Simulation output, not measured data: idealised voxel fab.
The following process module bears the name voxel transistor to metal.
The figure presents cross-section cut, which has a width of 270 nm and is divided into square cells with an edge length of 5 nm.
In this document a cross-section is written as a grid of square cells. It is given as a series of bands, listed from the top down, and a band is one or more rows of cells.
Read a band's entry like this: the first values are the height of its top and the height of its bottom in nm, and what follows is the sequence of materials from left to right, each with its width in nm. Note that "blank" is empty space, and that a single material marked "everywhere" reaches across the band from edge to edge.
Heights are measured from 0, the level below which the as-received wafer is all one material; the lowest band has no bottom and continues downward, written as in "0..down".
When a width is written as two numbers, as in "30 to 40", the first number is the width in the top row of cells of the band and the second is the width in its bottom row, and the width changes by the same amount from each row to the next.
"no change occurred", as given for a step, is the statement that not any cell of the cross-section underwent a change during that step.
In the "Enclosed empty spaces" entry, you get each enclosed empty space of 8 cells or more, one with no open way to the top, written width x height at distance, distance from the left edge, in nm.
Past the settings on a step's line: simulator remark, on that step.
Each step line may optionally specify "overlay nm", which for a step with a mask gives the rightward distance between the mask's planned place and where it lay, a negative value indicating the leftward direction.
Steps in the process plan
1. RECEIVE with material Si
2. OXIDIZE with depth nm 5
3. CONFORMAL_DEP with material SiN, thk nm 10
4. MASKED_ETCH with tone cover, mask id ACTIVE, width nm 110, pitch nm 130, etch materials SiN, depth nm 10, overlay nm 0
5. MASKED_ETCH with tone cover, mask id ACTIVE, width nm 110, pitch nm 130, etch materials SiO2, depth nm 5, overlay nm 0
6. MASKED_ETCH with tone cover, mask id ACTIVE, width nm 110, pitch nm 130, etch materials Si, depth nm 20, overlay nm 0
7. FILL_DEP with material SiO2, thk nm 5
8. CMP with height nm 10
9. SELECTIVE_ETCH with etch materials SiO2, depth nm 5
10. STRIP with etch materials SiN
11. SELECTIVE_ETCH with etch materials SiO2, depth nm 5
12. OXIDIZE with depth nm 5
13. DIRECTIONAL_DEP with material polySi, thk nm 25
14. DIRECTIONAL_DEP with material SiCN, thk nm 10
15. PATTERN with tone cover, mask id GATE, material resist, width nm 20, pitch nm 130, thk nm 20, overlay nm -15
16. DIRECTIONAL_ETCH with etch materials SiCN, depth nm 20
17. DIRECTIONAL_ETCH with etch materials polySi, depth nm 35
18. STRIP with etch materials resist
19. CONFORMAL_DEP with material SiN, thk nm 5
20. DIRECTIONAL_ETCH with etch materials SiN, depth nm 5
21. DIRECTIONAL_ETCH with etch materials SiO2, depth nm 5
22. EPI with material SiGe, thk nm 5
23. FILL_DEP with material SiO2, thk nm 10
24. CMP with height nm 30
25. DIRECTIONAL_DEP with material SiO2, thk nm 10
26. PATTERN with tone open, mask id CONTACT, material resist, width nm 30, thk nm 20, overlay nm 0
27. DIRECTIONAL_ETCH with etch materials SiO2, depth nm 45
28. STRIP with etch materials resist
29. CONFORMAL_DEP with material TiN, thk nm 5
30. FILL_DEP with material Ru, thk nm 10
31. CMP with height nm 40
32. DIRECTIONAL_DEP with material TiN, thk nm 5
33. DIRECTIONAL_DEP with material W, thk nm 15
34. PATTERN with tone cover, mask id METAL_1, material resist, width nm 20, thk nm 15, overlay nm 0
35. DIRECTIONAL_ETCH with etch materials W, depth nm 15
36. DIRECTIONAL_ETCH with etch materials TiN, depth nm 5
37. STRIP with etch materials resist
38. CONFORMAL_DEP with material SiN, thk nm 5
39. FILL_DEP with material SiO2, thk nm 5
40. CMP with height nm 60
41. CONFORMAL_DEP with material SiN, thk nm 5
The wafers in this document start out alike and differ in the overlay nm applied at step 15; the plan shows the value used for the first wafer.
Cross-section of the first of several received wafers, showing its state after step 1
	0..down: Si everywhere
	Enclosed empty spaces: none
Cross-section of the first of several wafers once the module has run through its last step, step 41
	65..60: SiN everywhere
	60..45: 20 nm SiO2, then 5 nm SiN, then 20 nm W, then 5 nm SiN, then 40 nm SiO2, then 5 nm SiN, then 20 nm W, then 5 nm SiN, then 30 nm SiO2, then 5 nm SiN, then 20 nm W, then 5 nm SiN, then 40 nm SiO2, then 5 nm SiN, then 20 nm W, then 5 nm SiN, then 20 nm SiO2
	45..40: 25 nm SiN, then 20 nm TiN, then 50 nm SiN, then 20 nm TiN, then 40 nm SiN, then 20 nm TiN, then 50 nm SiN, then 20 nm TiN, then 25 nm SiN
	40..30: 25 nm SiO2, then 5 nm TiN, then 20 to 5 nm Ru, then 5 to 20 nm TiN, then 30 nm SiO2, then 5 nm TiN, then 20 nm Ru, then 5 nm TiN, then 40 nm SiO2, then 5 nm TiN, then 20 to 5 nm Ru, then 5 to 20 nm TiN, then 30 nm SiO2, then 5 nm TiN, then 20 nm Ru, then 5 nm TiN, then 25 nm SiO2
	30..20: 25 nm SiO2, then 5 nm TiN, then 5 nm Ru, then 5 nm TiN, then 5 nm SiN, then 20 nm SiCN, then 5 nm SiN, then 15 nm SiO2, then 5 nm TiN, then 20 nm Ru, then 5 nm TiN, then 40 nm SiO2, then 5 nm TiN, then 5 nm Ru, then 5 nm TiN, then 5 nm SiN, then 20 nm SiCN, then 5 nm SiN, then 15 nm SiO2, then 5 nm TiN, then 20 nm Ru, then 5 nm TiN, then 25 nm SiO2
	20..0: 25 nm SiO2, then 5 nm TiN, then 5 nm Ru, then 5 nm TiN, then 5 nm SiN, then 20 nm polySi, then 5 nm SiN, then 15 nm SiO2, then 5 nm TiN, then 20 nm Ru, then 5 nm TiN, then 40 nm SiO2, then 5 nm TiN, then 5 nm Ru, then 5 nm TiN, then 5 nm SiN, then 20 nm polySi, then 5 nm SiN, then 15 nm SiO2, then 5 nm TiN, then 20 nm Ru, then 5 nm TiN, then 25 nm SiO2
	0..-5: 10 nm SiO2, then 5 nm SiN, then 10 nm SiO2, then 15 nm TiN, then 5 nm SiN, then 20 nm polySi, then 5 nm SiN, then 15 nm SiO2, then 30 nm TiN, then 10 nm SiO2, then 5 nm SiN, then 10 nm SiO2, then 5 nm SiN, then 10 nm SiO2, then 15 nm TiN, then 5 nm SiN, then 20 nm polySi, then 5 nm SiN, then 15 nm SiO2, then 30 nm TiN, then 10 nm SiO2, then 5 nm SiN, then 10 nm SiO2
	-5..-10: 15 nm SiO2, then 25 nm SiGe, then 30 nm SiO2, then 55 nm SiGe, then 20 nm SiO2, then 25 nm SiGe, then 30 nm SiO2, then 55 nm SiGe, then 15 nm SiO2
	-10..-25: 15 nm SiO2, then 110 nm Si, then 20 nm SiO2, then 110 nm Si, then 15 nm SiO2
	-25..down: Si everywhere
	Enclosed empty spaces: none
Cross-section, last wafer, module completion
	65..60: SiN everywhere
	60..45: 20 nm SiO2, then 5 nm SiN, then 20 nm W, then 5 nm SiN, then 40 nm SiO2, then 5 nm SiN, then 20 nm W, then 5 nm SiN, then 30 nm SiO2, then 5 nm SiN, then 20 nm W, then 5 nm SiN, then 40 nm SiO2, then 5 nm SiN, then 20 nm W, then 5 nm SiN, then 20 nm SiO2
	45..40: 25 nm SiN, then 20 nm TiN, then 50 nm SiN, then 20 nm TiN, then 40 nm SiN, then 20 nm TiN, then 50 nm SiN, then 20 nm TiN, then 25 nm SiN
	40..30: 25 nm SiO2, then 5 nm TiN, then 20 nm Ru, then 5 nm TiN, then 30 nm SiO2, then 5 to 20 nm TiN, then 20 to 5 nm Ru, then 5 nm TiN, then 40 nm SiO2, then 5 nm TiN, then 20 nm Ru, then 5 nm TiN, then 30 nm SiO2, then 5 to 20 nm TiN, then 20 to 5 nm Ru, then 5 nm TiN, then 25 nm SiO2
	30..20: 25 nm SiO2, then 5 nm TiN, then 20 nm Ru, then 5 nm TiN, then 15 nm SiO2, then 5 nm SiN, then 20 nm SiCN, then 5 nm SiN, then 5 nm TiN, then 5 nm Ru, then 5 nm TiN, then 40 nm SiO2, then 5 nm TiN, then 20 nm Ru, then 5 nm TiN, then 15 nm SiO2, then 5 nm SiN, then 20 nm SiCN, then 5 nm SiN, then 5 nm TiN, then 5 nm Ru, then 5 nm TiN, then 25 nm SiO2
	20..0: 25 nm SiO2, then 5 nm TiN, then 20 nm Ru, then 5 nm TiN, then 15 nm SiO2, then 5 nm SiN, then 20 nm polySi, then 5 nm SiN, then 5 nm TiN, then 5 nm Ru, then 5 nm TiN, then 40 nm SiO2, then 5 nm TiN, then 20 nm Ru, then 5 nm TiN, then 15 nm SiO2, then 5 nm SiN, then 20 nm polySi, then 5 nm SiN, then 5 nm TiN, then 5 nm Ru, then 5 nm TiN, then 25 nm SiO2
	0..-5: 10 nm SiO2, then 5 nm SiN, then 10 nm SiO2, then 30 nm TiN, then 15 nm SiO2, then 5 nm SiN, then 20 nm polySi, then 5 nm SiN, then 15 nm TiN, then 10 nm SiO2, then 5 nm SiN, then 10 nm SiO2, then 5 nm SiN, then 10 nm SiO2, then 30 nm TiN, then 15 nm SiO2, then 5 nm SiN, then 20 nm polySi, then 5 nm SiN, then 15 nm TiN, then 10 nm SiO2, then 5 nm SiN, then 10 nm SiO2
	-5..-10: 15 nm SiO2, then 55 nm SiGe, then 30 nm SiO2, then 25 nm SiGe, then 20 nm SiO2, then 55 nm SiGe, then 30 nm SiO2, then 25 nm SiGe, then 15 nm SiO2
	-10..-25: 15 nm SiO2, then 110 nm Si, then 20 nm SiO2, then 110 nm Si, then 15 nm SiO2
	-25..down: Si everywhere
	Enclosed empty spaces: none
Tabulated below, wafer by wafer, are the end-of-module results: for each material, the number of cells gained (+) or lost (-) relative to the as-received state, followed by the closed voids
overlay nm -15; +86 Ru; -138 Si; +16 SiCN; +32 SiGe; +148 SiN; +366 SiO2; +104 TiN; +48 W; +40 polySi; Enclosed empty spaces: none
overlay nm -10; +100 Ru; -138 Si; +16 SiCN; +32 SiGe; +148 SiN; +352 SiO2; +104 TiN; +48 W; +40 polySi; Enclosed empty spaces: none
overlay nm -5; +114 Ru; -138 Si; +16 SiCN; +32 SiGe; +148 SiN; +338 SiO2; +104 TiN; +48 W; +40 polySi; Enclosed empty spaces: none
overlay nm 0; +128 Ru; -138 Si; +16 SiCN; +32 SiGe; +148 SiN; +324 SiO2; +104 TiN; +48 W; +40 polySi; Enclosed empty spaces: none
overlay nm 5; +114 Ru; -138 Si; +16 SiCN; +32 SiGe; +148 SiN; +338 SiO2; +104 TiN; +48 W; +40 polySi; Enclosed empty spaces: none
overlay nm 10; +100 Ru; -138 Si; +16 SiCN; +32 SiGe; +148 SiN; +352 SiO2; +104 TiN; +48 W; +40 polySi; Enclosed empty spaces: none
overlay nm 15; +86 Ru; -138 Si; +16 SiCN; +32 SiGe; +148 SiN; +366 SiO2; +104 TiN; +48 W; +40 polySi; Enclosed empty spaces: none
